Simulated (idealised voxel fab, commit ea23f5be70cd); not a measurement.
This is a process module. Its name is voxel self aligned contacts.
Shown is cross-section cut, with a width of 270 nm and square cells of size 5 nm.
A cross-section is written here as square cells arranged in a grid, and it is given in bands from the top down, each band taking up one or more rows of cells.
Band entry format. Leading values: height of top, height of bottom, nm. Remainder: materials in left-to-right order, each with its width in nm. Special words: "full width" on a single material, which then fills the band edge to edge; "air", empty space.
Height is counted from the level 0, under which the received wafer is composed throughout of one material. The lowest of the bands is not closed at the bottom but continues downward, in the notation "0 and below".
Graded width ("30..40"): value in top row of band = first number; value in bottom row = second number; row-to-row change constant.
Key: "nothing got changed" - step with no changed cell in the cross-section.
The entry "Unvented voids" lists the empty spaces that cover at least 8 cells and have no open path to the top. Each is written as width x height at distance, where the distance is measured from the left edge and all three values are in nm.
On a step's line, text after the settings is the simulator commenting on that step.
"overlay nm" answers the question of how far to the right of plan the mask lay on a step that has a mask, and when it is negative the answer is to the left.
Read each pair as before and after one process step. The after cross-section shows only down to the lowest band that changed. The step between them and its settings are given below the pair. Pairs can come from different runs of this module on the same starting wafer. A pair continues from the pair above only where its "State before" entry says so.

[State before]
  0 and below | Si full width
  Unvented voids: none

[Structure After Step]
  0 down to -5 | SiO2 full width
  No changes below -5.
  Unvented voids: none
Intermediate step for the cross-sections above: OXIDIZE,depth nm 5

State before: the after view from the pair directly above serves as the before view here.

[Structure After Step]
  30 down to 0 | polySi full width
  No changes below 0.
  Unvented voids: none
Intermediate step for the cross-sections above: DIRECTIONAL_DEP,material polySi,thk nm 30

State before: the after view from the pair directly above serves as the before view here.

[Structure After Step]
  50 down to 30 | SiN full width
  No changes below 30.
  Unvented voids: none
Intermediate step for the cross-sections above: DIRECTIONAL_DEP,material SiN,thk nm 20

State before: the after view from the pair directly above serves as the before view here.

[Structure After Step]
  60 down to 50 | aC full width
  No changes below 50.
  Unvented voids: none
Intermediate step for the cross-sections above: DIRECTIONAL_DEP,material aC,thk nm 10

State before: the after view from the pair directly above serves as the before view here.

[Structure After Step]
  85 down to 60 | air 45, resist 35, air 35, resist 35, air 35, resist 35, air 50
  No changes below 60.
  Unvented voids: none
Intermediate step for the cross-sections above: PATTERN,tone cover,mask id GATE,material resist,width nm 35,pitch nm 70,thk nm 25,overlay nm 0

State before: the after view from the pair directly above serves as the before view here.

[Structure After Step]
  75 down to 60 | air 45, resist 35, air 35, resist 35, air 35, resist 35, air 50
  60 down to 50 | air 45, aC 35, air 35, aC 35, air 35, aC 35, air 50
  No changes below 50.
  Unvented voids: none
Intermediate step for the cross-sections above: DIRECTIONAL_ETCH,etch materials aC,depth nm 10

State before: the after view from the pair directly above serves as the before view here.

[Structure After Step]
  60 down to 50 | air 45, aC 35, air 35, aC 35, air 35, aC 35, air 50
  No changes below 50.
  Unvented voids: none
Intermediate step for the cross-sections above: STRIP,etch materials resist

State before: the after view from the pair directly above serves as the before view here.

[Structure After Step]
  60 down to 50 | air 45, aC 35, air 35, aC 35, air 35, aC 35, air 50
  50 down to 30 | air 45, SiN 35, air 35, SiN 35, air 35, SiN 35, air 50
  No changes below 30.
  Unvented voids: none
Intermediate step for the cross-sections above: DIRECTIONAL_ETCH,etch materials SiN,depth nm 20

State before: the after view from the pair directly above serves as the before view here.

[Structure After Step]
  60 down to 50 | air 45, aC 35, air 35, aC 35, air 35, aC 35, air 50
  50 down to 30 | air 45, SiN 35, air 35, SiN 35, air 35, SiN 35, air 50
  30 down to 0 | air 45, polySi 35, air 35, polySi 35, air 35, polySi 35, air 50
  No changes below 0.
  Unvented voids: none
Intermediate step for the cross-sections above: DIRECTIONAL_ETCH,etch materials polySi,depth nm 30

State before: the after view from the pair directly above serves as the before view here.

[Structure After Step]
  50 down to 30 | air 45, SiN 35, air 35, SiN 35, air 35, SiN 35, air 50
  No changes below 30.
  Unvented voids: none
Intermediate step for the cross-sections above: STRIP,etch materials aC

State before: the after view from the pair directly above serves as the before view here.

[Structure After Step]
  60 down to 30 | air 35, SiN 55, air 15, SiN 55, air 15, SiN 55, air 40
  30 down to 10 | air 35, SiN 10, polySi 35, SiN 10, air 15, SiN 10, polySi 35, SiN 10, air 15, SiN 10, polySi 35, SiN 10, air 40
  10 down to 0 | SiN 45, polySi 35, SiN 35, polySi 35, SiN 35, polySi 35, SiN 50
  No changes below 0.
  Unvented voids: none
Intermediate step for the cross-sections above: CONFORMAL_DEP,material SiN,thk nm 10

State before: the after view from the pair directly above serves as the before view here.

[Structure After Step]
  50 down to 30 | air 35, SiN 55, air 15, SiN 55, air 15, SiN 55, air 40
  30 down to 0 | air 35, SiN 10, polySi 35, SiN 10, air 15, SiN 10, polySi 35, SiN 10, air 15, SiN 10, polySi 35, SiN 10, air 40
  No changes below 0.
  Unvented voids: none
Intermediate step for the cross-sections above: DIRECTIONAL_ETCH,etch materials SiN,depth nm 10

State before: the after view from the pair directly above serves as the before view here.

[Structure After Step]
  65 down to 50 | SiO2 full width
  50 down to 30 | SiO2 35, SiN 55, SiO2 15, SiN 55, SiO2 15, SiN 55, SiO2 40
  30 down to 0 | SiO2 35, SiN 10, polySi 35, SiN 10, SiO2 15, SiN 10, polySi 35, SiN 10, SiO2 15, SiN 10, polySi 35, SiN 10, SiO2 40
  No changes below 0.
  Unvented voids: none
Intermediate step for the cross-sections above: FILL_DEP,material SiO2,thk nm 15

State before: the after view from the pair directly above serves as the before view here.

[Structure After Step]
  60 down to 50 | SiO2 full width
  No changes below 50.
  Unvented voids: none
Intermediate step for the cross-sections above: CMP,height nm 60

State before: the after view from the pair directly above serves as the before view here.

[Structure After Step]
  75 down to 60 | resist 75, air 45, resist 25, air 45, resist 80
  No changes below 60.
  Unvented voids: none
Intermediate step for the cross-sections above: PATTERN,tone open,mask id CONTACT,material resist,width nm 45,pitch nm 70,thk nm 15,overlay nm 0

State before: the after view from the pair directly above serves as the before view here.

[Structure After Step]
  75 down to 60 | resist 75, air 45, resist 25, air 45, resist 80
  60 down to 50 | SiO2 75, air 45, SiO2 25, air 45, SiO2 80
  50 down to 30 | SiO2 35, SiN 55, air 15, SiN 55, air 15, SiN 55, SiO2 40
  30 down to 0 | SiO2 35, SiN 10, polySi 35, SiN 10, air 15, SiN 10, polySi 35, SiN 10, air 15, SiN 10, polySi 35, SiN 10, SiO2 40
  0 down to -5 | SiO2 90, air 15, SiO2 55, air 15, SiO2 95
  No changes below -5.
  Unvented voids: none
Intermediate step for the cross-sections above: DIRECTIONAL_ETCH,etch materials SiO2,depth nm 65

State before: the after view from the pair directly above serves as the before view here.

[Structure After Step]
  60 down to 50 | SiO2 75, air 45, SiO2 25, air 45, SiO2 80
  No changes below 50.
  Unvented voids: none
Intermediate step for the cross-sections above: STRIP,etch materials resist

State before: the after view from the pair directly above serves as the before view here.

[Structure After Step]
  65 down to 60 | TiN 80, air 35, TiN 35, air 35, TiN 85
  60 down to 50 | SiO2 75, TiN 5..20, air 35..5, TiN 5..20, SiO2 25, TiN 5..20, air 35..5, TiN 5..20, SiO2 80
  50 down to 30 | SiO2 35, SiN 55, TiN 5, air 5, TiN 5, SiN 55, TiN 5, air 5, TiN 5, SiN 55, SiO2 40
  30 down to 0 | SiO2 35, SiN 10, polySi 35, SiN 10, TiN 5, air 5, TiN 5, SiN 10, polySi 35, SiN 10, TiN 5, air 5, TiN 5, SiN 10, polySi 35, SiN 10, SiO2 40
  0 down to -5 | SiO2 90, TiN 15, SiO2 55, TiN 15, SiO2 95
  No changes below -5.
  Unvented voids: none
Intermediate step for the cross-sections above: CONFORMAL_DEP,material TiN,thk nm 5

State before: the after view from the pair directly above serves as the before view here.

[Structure After Step]
  70 down to 65 | Ru full width
  65 down to 60 | TiN 80, Ru 35, TiN 35, Ru 35, TiN 85
  60 down to 50 | SiO2 75, TiN 5..20, Ru 35..5, TiN 5..20, SiO2 25, TiN 5..20, Ru 35..5, TiN 5..20, SiO2 80
  50 down to 30 | SiO2 35, SiN 55, TiN 5, Ru 5, TiN 5, SiN 55, TiN 5, Ru 5, TiN 5, SiN 55, SiO2 40
  30 down to 0 | SiO2 35, SiN 10, polySi 35, SiN 10, TiN 5, Ru 5, TiN 5, SiN 10, polySi 35, SiN 10, TiN 5, Ru 5, TiN 5, SiN 10, polySi 35, SiN 10, SiO2 40
  No changes below 0.
  Unvented voids: none
Intermediate step for the cross-sections above: FILL_DEP,material Ru,thk nm 5

State before: the after view from the pair directly above serves as the before view here.

[Structure After Step]
  60 down to 50 | SiO2 75, TiN 5..20, Ru 35..5, TiN 5..20, SiO2 25, TiN 5..20, Ru 35..5, TiN 5..20, SiO2 80
  No changes below 50.
  Unvented voids: none
Intermediate step for the cross-sections above: CMP,height nm 60

State before: the after view from the pair directly above serves as the before view here.

[Structure After Step]
  65 down to 60 | SiN full width
  No changes below 60.
  Unvented voids: none
Intermediate step for the cross-sections above: CONFORMAL_DEP,material SiN,thk nm 5

[State before]
  0 and below | Si full width
  Unvented voids: none

[Structure After Step]
  30 down to 0 | polySi full width
  No changes below 0.
  Unvented voids: none
Intermediate step for the cross-sections above: DIRECTIONAL_DEP,material polySi,thk nm 30

State before: the after view from the pair directly above serves as the before view here.

[Structure After Step]
  50 down to 30 | SiN full width
  No changes below 30.
  Unvented voids: none
Intermediate step for the cross-sections above: DIRECTIONAL_DEP,material SiN,thk nm 20

State before: the after view from the pair directly above serves as the before view here.

[Structure After Step]
  60 down to 50 | aC full width
  No changes below 50.
  Unvented voids: none
Intermediate step for the cross-sections above: DIRECTIONAL_DEP,material aC,thk nm 10

State before: the after view from the pair directly above serves as the before view here.

[Structure After Step]
  85 down to 60 | air 45, resist 35, air 35, resist 35, air 35, resist 35, air 50
  No changes below 60.
  Unvented voids: none
Intermediate step for the cross-sections above: PATTERN,tone cover,mask id GATE,material resist,width nm 35,pitch nm 70,thk nm 25,overlay nm 0

State before: the after view from the pair directly above serves as the before view here.

[Structure After Step]
  75 down to 60 | air 45, resist 35, air 35, resist 35, air 35, resist 35, air 50
  60 down to 50 | air 45, aC 35, air 35, aC 35, air 35, aC 35, air 50
  No changes below 50.
  Unvented voids: none
Intermediate step for the cross-sections above: DIRECTIONAL_ETCH,etch materials aC,depth nm 10

State before: the after view from the pair directly above serves as the before view here.

[Structure After Step]
  60 down to 50 | air 45, aC 35, air 35, aC 35, air 35, aC 35, air 50
  No changes below 50.
  Unvented voids: none
Intermediate step for the cross-sections above: STRIP,etch materials resist

State before: the after view from the pair directly above serves as the before view here.

[Structure After Step]
  60 down to 50 | air 45, aC 35, air 35, aC 35, air 35, aC 35, air 50
  50 down to 30 | air 45, SiN 35, air 35, SiN 35, air 35, SiN 35, air 50
  No changes below 30.
  Unvented voids: none
Intermediate step for the cross-sections above: DIRECTIONAL_ETCH,etch materials SiN,depth nm 20

State before: the after view from the pair directly above serves as the before view here.

[Structure After Step]
  60 down to 50 | air 45, aC 35, air 35, aC 35, air 35, aC 35, air 50
  50 down to 30 | air 45, SiN 35, air 35, SiN 35, air 35, SiN 35, air 50
  30 down to 0 | air 45, polySi 35, air 35, polySi 35, air 35, polySi 35, air 50
  No changes below 0.
  Unvented voids: none
Intermediate step for the cross-sections above: DIRECTIONAL_ETCH,etch materials polySi,depth nm 30

State before: the after view from the pair directly above serves as the before view here.

[Structure After Step]
  50 down to 30 | air 45, SiN 35, air 35, SiN 35, air 35, SiN 35, air 50
  No changes below 30.
  Unvented voids: none
Intermediate step for the cross-sections above: STRIP,etch materials aC

State before: the after view from the pair directly above serves as the before view here.

[Structure After Step]
  60 down to 30 | air 35, SiN 55, air 15, SiN 55, air 15, SiN 55, air 40
  30 down to 10 | air 35, SiN 10, polySi 35, SiN 10, air 15, SiN 10, polySi 35, SiN 10, air 15, SiN 10, polySi 35, SiN 10, air 40
  10 down to 0 | SiN 45, polySi 35, SiN 35, polySi 35, SiN 35, polySi 35, SiN 50
  No changes below 0.
  Unvented voids: none
Intermediate step for the cross-sections above: CONFORMAL_DEP,material SiN,thk nm 10

State before: the after view from the pair directly above serves as the before view here.

[Structure After Step]
  50 down to 30 | air 35, SiN 55, air 15, SiN 55, air 15, SiN 55, air 40
  30 down to 0 | air 35, SiN 10, polySi 35, SiN 10, air 15, SiN 10, polySi 35, SiN 10, air 15, SiN 10, polySi 35, SiN 10, air 40
  No changes below 0.
  Unvented voids: none
Intermediate step for the cross-sections above: DIRECTIONAL_ETCH,etch materials SiN,depth nm 10

State before: the after view from the pair directly above serves as the before view here.

[Structure After Step]
  65 down to 50 | SiO2 full width
  50 down to 30 | SiO2 35, SiN 55, SiO2 15, SiN 55, SiO2 15, SiN 55, SiO2 40
  30 down to 0 | SiO2 35, SiN 10, polySi 35, SiN 10, SiO2 15, SiN 10, polySi 35, SiN 10, SiO2 15, SiN 10, polySi 35, SiN 10, SiO2 40
  No changes below 0.
  Unvented voids: none
Intermediate step for the cross-sections above: FILL_DEP,material SiO2,thk nm 15

State before: the after view from the pair directly above serves as the before view here.

[Structure After Step]
  60 down to 50 | SiO2 full width
  No changes below 50.
  Unvented voids: none
Intermediate step for the cross-sections above: CMP,height nm 60

State before: the after view from the pair directly above serves as the before view here.

[Structure After Step]
  75 down to 60 | resist 75, air 45, resist 25, air 45, resist 80
  No changes below 60.
  Unvented voids: none
Intermediate step for the cross-sections above: PATTERN,tone open,mask id CONTACT,material resist,width nm 45,pitch nm 70,thk nm 15,overlay nm 0

State before: the after view from the pair directly above serves as the before view here.

[Structure After Step]
  75 down to 60 | resist 75, air 45, resist 25, air 45, resist 80
  60 down to 50 | SiO2 75, air 45, SiO2 25, air 45, SiO2 80
  50 down to 30 | SiO2 35, SiN 55, air 15, SiN 55, air 15, SiN 55, SiO2 40
  30 down to 0 | SiO2 35, SiN 10, polySi 35, SiN 10, air 15, SiN 10, polySi 35, SiN 10, air 15, SiN 10, polySi 35, SiN 10, SiO2 40
  No changes below 0.
  Unvented voids: none
Intermediate step for the cross-sections above: DIRECTIONAL_ETCH,etch materials SiO2,depth nm 65

State before: the after view from the pair directly above serves as the before view here.

[Structure After Step]
  60 down to 50 | SiO2 75, air 45, SiO2 25, air 45, SiO2 80
  No changes below 50.
  Unvented voids: none
Intermediate step for the cross-sections above: STRIP,etch materials resist

State before: the after view from the pair directly above serves as the before view here.

[Structure After Step]
  65 down to 60 | TiN 80, air 35, TiN 35, air 35, TiN 85
  60 down to 50 | SiO2 75, TiN 5..20, air 35..5, TiN 5..20, SiO2 25, TiN 5..20, air 35..5, TiN 5..20, SiO2 80
  50 down to 30 | SiO2 35, SiN 55, TiN 5, air 5, TiN 5, SiN 55, TiN 5, air 5, TiN 5, SiN 55, SiO2 40
  30 down to 5 | SiO2 35, SiN 10, polySi 35, SiN 10, TiN 5, air 5, TiN 5, SiN 10, polySi 35, SiN 10, TiN 5, air 5, TiN 5, SiN 10, polySi 35, SiN 10, SiO2 40
  5 down to 0 | SiO2 35, SiN 10, polySi 35, SiN 10, TiN 15, SiN 10, polySi 35, SiN 10, TiN 15, SiN 10, polySi 35, SiN 10, SiO2 40
  No changes below 0.
  Unvented voids: none
Intermediate step for the cross-sections above: CONFORMAL_DEP,material TiN,thk nm 5

State before: the after view from the pair directly above serves as the before view here.

[Structure After Step]
  70 down to 65 | Ru full width
  65 down to 60 | TiN 80, Ru 35, TiN 35, Ru 35, TiN 85
  60 down to 50 | SiO2 75, TiN 5..20, Ru 35..5, TiN 5..20, SiO2 25, TiN 5..20, Ru 35..5, TiN 5..20, SiO2 80
  50 down to 30 | SiO2 35, SiN 55, TiN 5, Ru 5, TiN 5, SiN 55, TiN 5, Ru 5, TiN 5, SiN 55, SiO2 40
  30 down to 5 | SiO2 35, SiN 10, polySi 35, SiN 10, TiN 5, Ru 5, TiN 5, SiN 10, polySi 35, SiN 10, TiN 5, Ru 5, TiN 5, SiN 10, polySi 35, SiN 10, SiO2 40
  No changes below 5.
  Unvented voids: none
Intermediate step for the cross-sections above: FILL_DEP,material Ru,thk nm 5

State before: the after view from the pair directly above serves as the before view here.

[Structure After Step]
  60 down to 50 | SiO2 75, TiN 5..20, Ru 35..5, TiN 5..20, SiO2 25, TiN 5..20, Ru 35..5, TiN 5..20, SiO2 80
  No changes below 50.
  Unvented voids: none
Intermediate step for the cross-sections above: CMP,height nm 60

State before: the after view from the pair directly above serves as the before view here.

[Structure After Step]
  65 down to 60 | SiN full width
  No changes below 60.
  Unvented voids: none
Intermediate step for the cross-sections above: CONFORMAL_DEP,material SiN,thk nm 5

[State before]
  30 down to 0 | polySi full width
  0 down to -5 | SiO2 full width
  -5 and below | Si full width
  Unvented voids: none

[Structure After Step]
  60 down to 0 | polySi full width
  No changes below 0.
  Unvented voids: none
Intermediate step for the cross-sections above: DIRECTIONAL_DEP,material polySi,thk nm 30

State before: the after view from the pair directly above serves as the before view here.

[Structure After Step]
  80 down to 60 | SiN full width
  No changes below 60.
  Unvented voids: none
Intermediate step for the cross-sections above: DIRECTIONAL_DEP,material SiN,thk nm 20

State before: the after view from the pair directly above serves as the before view here.

[Structure After Step]
  90 down to 80 | aC full width
  No changes below 80.
  Unvented voids: none
Intermediate step for the cross-sections above: DIRECTIONAL_DEP,material aC,thk nm 10

State before: the after view from the pair directly above serves as the before view here.

[Structure After Step]
  115 down to 90 | air 45, resist 35, air 35, resist 35, air 35, resist 35, air 50
  No changes below 90.
  Unvented voids: none
Intermediate step for the cross-sections above: PATTERN,tone cover,mask id GATE,material resist,width nm 35,pitch nm 70,thk nm 25,overlay nm 0

State before: the after view from the pair directly above serves as the before view here.

[Structure After Step]
  105 down to 90 | air 45, resist 35, air 35, resist 35, air 35, resist 35, air 50
  90 down to 80 | air 45, aC 35, air 35, aC 35, air 35, aC 35, air 50
  No changes below 80.
  Unvented voids: none
Intermediate step for the cross-sections above: DIRECTIONAL_ETCH,etch materials aC,depth nm 10

State before: the after view from the pair directly above serves as the before view here.

[Structure After Step]
  90 down to 80 | air 45, aC 35, air 35, aC 35, air 35, aC 35, air 50
  No changes below 80.
  Unvented voids: none
Intermediate step for the cross-sections above: STRIP,etch materials resist

State before: the after view from the pair directly above serves as the before view here.

[Structure After Step]
  90 down to 80 | air 45, aC 35, air 35, aC 35, air 35, aC 35, air 50
  80 down to 60 | air 45, SiN 35, air 35, SiN 35, air 35, SiN 35, air 50
  No changes below 60.
  Unvented voids: none
Intermediate step for the cross-sections above: DIRECTIONAL_ETCH,etch materials SiN,depth nm 20

State before: the after view from the pair directly above serves as the before view here.

[Structure After Step]
  90 down to 80 | air 45, aC 35, air 35, aC 35, air 35, aC 35, air 50
  80 down to 60 | air 45, SiN 35, air 35, SiN 35, air 35, SiN 35, air 50
  60 down to 30 | air 45, polySi 35, air 35, polySi 35, air 35, polySi 35, air 50
  No changes below 30.
  Unvented voids: none
Intermediate step for the cross-sections above: DIRECTIONAL_ETCH,etch materials polySi,depth nm 30

State before: the after view from the pair directly above serves as the before view here.

[Structure After Step]
  80 down to 60 | air 45, SiN 35, air 35, SiN 35, air 35, SiN 35, air 50
  No changes below 60.
  Unvented voids: none
Intermediate step for the cross-sections above: STRIP,etch materials aC

State before: the after view from the pair directly above serves as the before view here.

[Structure After Step]
  90 down to 60 | air 35, SiN 55, air 15, SiN 55, air 15, SiN 55, air 40
  60 down to 40 | air 35, SiN 10, polySi 35, SiN 10, air 15, SiN 10, polySi 35, SiN 10, air 15, SiN 10, polySi 35, SiN 10, air 40
  40 down to 30 | SiN 45, polySi 35, SiN 35, polySi 35, SiN 35, polySi 35, SiN 50
  No changes below 30.
  Unvented voids: none
Intermediate step for the cross-sections above: CONFORMAL_DEP,material SiN,thk nm 10

State before: the after view from the pair directly above serves as the before view here.

[Structure After Step]
  80 down to 60 | air 35, SiN 55, air 15, SiN 55, air 15, SiN 55, air 40
  60 down to 30 | air 35, SiN 10, polySi 35, SiN 10, air 15, SiN 10, polySi 35, SiN 10, air 15, SiN 10, polySi 35, SiN 10, air 40
  No changes below 30.
  Unvented voids: none
Intermediate step for the cross-sections above: DIRECTIONAL_ETCH,etch materials SiN,depth nm 10

State before: the after view from the pair directly above serves as the before view here.

[Structure After Step]
  95 down to 80 | SiO2 full width
  80 down to 60 | SiO2 35, SiN 55, SiO2 15, SiN 55, SiO2 15, SiN 55, SiO2 40
  60 down to 30 | SiO2 35, SiN 10, polySi 35, SiN 10, SiO2 15, SiN 10, polySi 35, SiN 10, SiO2 15, SiN 10, polySi 35, SiN 10, SiO2 40
  No changes below 30.
  Unvented voids: none
Intermediate step for the cross-sections above: FILL_DEP,material SiO2,thk nm 15

State before: the after view from the pair directly above serves as the before view here.

[Structure After Step]
  60 down to 30 | SiO2 35, SiN 10, polySi 35, SiN 10, SiO2 15, SiN 10, polySi 35, SiN 10, SiO2 15, SiN 10, polySi 35, SiN 10, SiO2 40
  No changes below 30.
  Unvented voids: none
Intermediate step for the cross-sections above: CMP,height nm 60

State before: the after view from the pair directly above serves as the before view here.

[Structure After Step]
  75 down to 60 | resist 75, air 45, resist 25, air 45, resist 80
  No changes below 60.
  Unvented voids: none
Intermediate step for the cross-sections above: PATTERN,tone open,mask id CONTACT,material resist,width nm 45,pitch nm 70,thk nm 15,overlay nm 0

State before: the after view from the pair directly above serves as the before view here.

[Structure After Step]
  75 down to 60 | resist 75, air 45, resist 25, air 45, resist 80
  60 down to 30 | SiO2 35, SiN 10, polySi 35, SiN 10, air 15, SiN 10, polySi 35, SiN 10, air 15, SiN 10, polySi 35, SiN 10, SiO2 40
  No changes below 30.
  Unvented voids: none
Intermediate step for the cross-sections above: DIRECTIONAL_ETCH,etch materials SiO2,depth nm 65

State before: the after view from the pair directly above serves as the before view here.

[Structure After Step]
  60 down to 30 | SiO2 35, SiN 10, polySi 35, SiN 10, air 15, SiN 10, polySi 35, SiN 10, air 15, SiN 10, polySi 35, SiN 10, SiO2 40
  No changes below 30.
  Unvented voids: none
Intermediate step for the cross-sections above: STRIP,etch materials resist

State before: the after view from the pair directly above serves as the before view here.

[Structure After Step]
  65 down to 60 | TiN 95, air 5, TiN 65, air 5, TiN 100
  60 down to 35 | SiO2 35, SiN 10, polySi 35, SiN 10, TiN 5, air 5, TiN 5, SiN 10, polySi 35, SiN 10, TiN 5, air 5, TiN 5, SiN 10, polySi 35, SiN 10, SiO2 40
  35 down to 30 | SiO2 35, SiN 10, polySi 35, SiN 10, TiN 15, SiN 10, polySi 35, SiN 10, TiN 15, SiN 10, polySi 35, SiN 10, SiO2 40
  No changes below 30.
  Unvented voids: none
Intermediate step for the cross-sections above: CONFORMAL_DEP,material TiN,thk nm 5

State before: the after view from the pair directly above serves as the before view here.

[Structure After Step]
  70 down to 65 | Ru full width
  65 down to 60 | TiN 95, Ru 5, TiN 65, Ru 5, TiN 100
  60 down to 35 | SiO2 35, SiN 10, polySi 35, SiN 10, TiN 5, Ru 5, TiN 5, SiN 10, polySi 35, SiN 10, TiN 5, Ru 5, TiN 5, SiN 10, polySi 35, SiN 10, SiO2 40
  No changes below 35.
  Unvented voids: none
Intermediate step for the cross-sections above: FILL_DEP,material Ru,thk nm 5

State before: the after view from the pair directly above serves as the before view here.

[Structure After Step]
  60 down to 35 | SiO2 35, SiN 10, polySi 35, SiN 10, TiN 5, Ru 5, TiN 5, SiN 10, polySi 35, SiN 10, TiN 5, Ru 5, TiN 5, SiN 10, polySi 35, SiN 10, SiO2 40
  No changes below 35.
  Unvented voids: none
Intermediate step for the cross-sections above: CMP,height nm 60

State before: the after view from the pair directly above serves as the before view here.

[Structure After Step]
  65 down to 60 | SiN full width
  No changes below 60.
  Unvented voids: none
Intermediate step for the cross-sections above: CONFORMAL_DEP,material SiN,thk nm 5

[State before]
  0 down to -5 | SiO2 full width
  -5 and below | Si full width
  Unvented voids: none

[Structure After Step]
  20 down to 0 | SiN full width
  No changes below 0.
  Unvented voids: none
Intermediate step for the cross-sections above: DIRECTIONAL_DEP,material SiN,thk nm 20

State before: the after view from the pair directly above serves as the before view here.

[Structure After Step]
  50 down to 20 | polySi full width
  No changes below 20.
  Unvented voids: none
Intermediate step for the cross-sections above: DIRECTIONAL_DEP,material polySi,thk nm 30

State before: the after view from the pair directly above serves as the before view here.

[Structure After Step]
  60 down to 50 | aC full width
  No changes below 50.
  Unvented voids: none
Intermediate step for the cross-sections above: DIRECTIONAL_DEP,material aC,thk nm 10

State before: the after view from the pair directly above serves as the before view here.

[Structure After Step]
  85 down to 60 | air 45, resist 35, air 35, resist 35, air 35, resist 35, air 50
  No changes below 60.
  Unvented voids: none
Intermediate step for the cross-sections above: PATTERN,tone cover,mask id GATE,material resist,width nm 35,pitch nm 70,thk nm 25,overlay nm 0

State before: the after view from the pair directly above serves as the before view here.

[Structure After Step]
  75 down to 60 | air 45, resist 35, air 35, resist 35, air 35, resist 35, air 50
  60 down to 50 | air 45, aC 35, air 35, aC 35, air 35, aC 35, air 50
  No changes below 50.
  Unvented voids: none
Intermediate step for the cross-sections above: DIRECTIONAL_ETCH,etch materials aC,depth nm 10

State before: the after view from the pair directly above serves as the before view here.

[Structure After Step]
  60 down to 50 | air 45, aC 35, air 35, aC 35, air 35, aC 35, air 50
  No changes below 50.
  Unvented voids: none
Intermediate step for the cross-sections above: STRIP,etch materials resist

State before: the after view from the pair directly above serves as the before view here.

[Structure After Step]
  60 down to 50 | air 45, aC 35, air 35, aC 35, air 35, aC 35, air 50
  50 down to 20 | air 45, polySi 35, air 35, polySi 35, air 35, polySi 35, air 50
  No changes below 20.
  Unvented voids: none
Intermediate step for the cross-sections above: DIRECTIONAL_ETCH,etch materials polySi,depth nm 30

State before: the after view from the pair directly above serves as the before view here.

[Structure After Step]
  50 down to 20 | air 45, polySi 35, air 35, polySi 35, air 35, polySi 35, air 50
  No changes below 20.
  Unvented voids: none
Intermediate step for the cross-sections above: STRIP,etch materials aC

State before: the after view from the pair directly above serves as the before view here.

[Structure After Step]
  60 down to 50 | air 35, SiN 55, air 15, SiN 55, air 15, SiN 55, air 40
  50 down to 30 | air 35, SiN 10, polySi 35, SiN 10, air 15, SiN 10, polySi 35, SiN 10, air 15, SiN 10, polySi 35, SiN 10, air 40
  30 down to 20 | SiN 45, polySi 35, SiN 35, polySi 35, SiN 35, polySi 35, SiN 50
  No changes below 20.
  Unvented voids: none
Intermediate step for the cross-sections above: CONFORMAL_DEP,material SiN,thk nm 10

State before: the after view from the pair directly above serves as the before view here.

[Structure After Step]
  50 down to 20 | air 35, SiN 10, polySi 35, SiN 10, air 15, SiN 10, polySi 35, SiN 10, air 15, SiN 10, polySi 35, SiN 10, air 40
  No changes below 20.
  Unvented voids: none
Intermediate step for the cross-sections above: DIRECTIONAL_ETCH,etch materials SiN,depth nm 10

State before: the after view from the pair directly above serves as the before view here.

[Structure After Step]
  65 down to 50 | SiO2 full width
  50 down to 20 | SiO2 35, SiN 10, polySi 35, SiN 10, SiO2 15, SiN 10, polySi 35, SiN 10, SiO2 15, SiN 10, polySi 35, SiN 10, SiO2 40
  No changes below 20.
  Unvented voids: none
Intermediate step for the cross-sections above: FILL_DEP,material SiO2,thk nm 15

State before: the after view from the pair directly above serves as the before view here.

[Structure After Step]
  60 down to 50 | SiO2 full width
  No changes below 50.
  Unvented voids: none
Intermediate step for the cross-sections above: CMP,height nm 60

State before: the after view from the pair directly above serves as the before view here.

[Structure After Step]
  75 down to 60 | resist 75, air 45, resist 25, air 45, resist 80
  No changes below 60.
  Unvented voids: none
Intermediate step for the cross-sections above: PATTERN,tone open,mask id CONTACT,material resist,width nm 45,pitch nm 70,thk nm 15,overlay nm 0

State before: the after view from the pair directly above serves as the before view here.

[Structure After Step]
  75 down to 60 | resist 75, air 45, resist 25, air 45, resist 80
  60 down to 50 | SiO2 75, air 45, SiO2 25, air 45, SiO2 80
  50 down to 20 | SiO2 35, SiN 10, polySi 35, SiN 10, air 15, SiN 10, polySi 35, SiN 10, air 15, SiN 10, polySi 35, SiN 10, SiO2 40
  No changes below 20.
  Unvented voids: none
Intermediate step for the cross-sections above: DIRECTIONAL_ETCH,etch materials SiO2,depth nm 65

State before: the after view from the pair directly above serves as the before view here.

[Structure After Step]
  60 down to 50 | SiO2 75, air 45, SiO2 25, air 45, SiO2 80
  No changes below 50.
  Unvented voids: none
Intermediate step for the cross-sections above: STRIP,etch materials resist

State before: the after view from the pair directly above serves as the before view here.

[Structure After Step]
  65 down to 60 | TiN 80, air 35, TiN 35, air 35, TiN 85
  60 down to 50 | SiO2 75, TiN 5..20, air 35..5, TiN 5..20, SiO2 25, TiN 5..20, air 35..5, TiN 5..20, SiO2 80
  50 down to 25 | SiO2 35, SiN 10, polySi 35, SiN 10, TiN 5, air 5, TiN 5, SiN 10, polySi 35, SiN 10, TiN 5, air 5, TiN 5, SiN 10, polySi 35, SiN 10, SiO2 40
  25 down to 20 | SiO2 35, SiN 10, polySi 35, SiN 10, TiN 15, SiN 10, polySi 35, SiN 10, TiN 15, SiN 10, polySi 35, SiN 10, SiO2 40
  No changes below 20.
  Unvented voids: none
Intermediate step for the cross-sections above: CONFORMAL_DEP,material TiN,thk nm 5

State before: the after view from the pair directly above serves as the before view here.

[Structure After Step]
  70 down to 65 | Ru full width
  65 down to 60 | TiN 80, Ru 35, TiN 35, Ru 35, TiN 85
  60 down to 50 | SiO2 75, TiN 5..20, Ru 35..5, TiN 5..20, SiO2 25, TiN 5..20, Ru 35..5, TiN 5..20, SiO2 80
  50 down to 25 | SiO2 35, SiN 10, polySi 35, SiN 10, TiN 5, Ru 5, TiN 5, SiN 10, polySi 35, SiN 10, TiN 5, Ru 5, TiN 5, SiN 10, polySi 35, SiN 10, SiO2 40
  No changes below 25.
  Unvented voids: none
Intermediate step for the cross-sections above: FILL_DEP,material Ru,thk nm 5

State before: the after view from the pair directly above serves as the before view here.

[Structure After Step]
  60 down to 50 | SiO2 75, TiN 5..20, Ru 35..5, TiN 5..20, SiO2 25, TiN 5..20, Ru 35..5, TiN 5..20, SiO2 80
  No changes below 50.
  Unvented voids: none
Intermediate step for the cross-sections above: CMP,height nm 60
